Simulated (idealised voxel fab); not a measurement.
process module | voxel ribs on slabs
cross-section cut | 245 nm wide | cells 5 nm
A cross-section is a grid of square cells, given in bands from the top down. A band is one or more rows of cells.
Each band's line starts with the height of the band's top and of its bottom, in nm. Then come its materials from left to right, each with its width in nm. One material with "throughout" fills the band from edge to edge. "air" is empty space.
Height 0 is the level under which the wafer as received is all one material. The lowest band goes on downwards, as in "0 down".
A width such as "30 to 40" changes by the same amount from each row of cells to the next, from the band's top row to its bottom row.
"no change" after a step means that no cell of the cross-section changed.
closed voids: empty space of 8 cells or more with no open way to the top, each as width x height at its distance from the left edge, in nm
after a step's settings: what the simulator itself notes on the step
overlay nm, on a step with a mask: how far to the right of its planned place the mask lay; to the left if negative
plan
1 op RECEIVE | material Si
2 op DIRECTIONAL_DEP | material SiO2 | thk nm 25
3 op DIRECTIONAL_DEP | material SiN | thk nm 25
4 op DIRECTIONAL_DEP | material aC | thk nm 15
5 op PATTERN | tone cover | mask id RIB | material resist | width nm 15 | thk nm 30 | overlay nm 0
6 op DIRECTIONAL_ETCH | etch materials aC | depth nm 15
7 op STRIP | etch materials resist
8 op DIRECTIONAL_ETCH | etch materials SiN | depth nm 5
9 op STRIP | etch materials aC
10 op MASKED_ETCH | tone cover | mask id SLAB | width nm 55 | etch materials SiN | depth nm 20 | overlay nm 0
11 op FILL_DEP | material SiO2 | thk nm 20
12 op CMP | height nm 65
13 op DIRECTIONAL_DEP | material TiN | thk nm 10
14 op PATTERN | tone cover | mask id HEATER | material resist | width nm 25 | thk nm 15 | overlay nm 0
15 op DIRECTIONAL_ETCH | etch materials TiN | depth nm 10
16 op STRIP | etch materials resist
17 op CONFORMAL_DEP | material SiN | thk nm 10
as received, after step 1
  0 down: Si throughout
  closed voids: none
a wafer at the end: this start, this plan, one mistake
  85 to 75: air 100 | SiN 45 | air 100
  75 to 65: SiN 110 | TiN 25 | SiN 110
  65 to 25: SiO2 throughout
  25 to 0: SiN throughout
  0 down: Si throughout
  closed voids: none
what went wrong: steps 2 and 3 were swapped
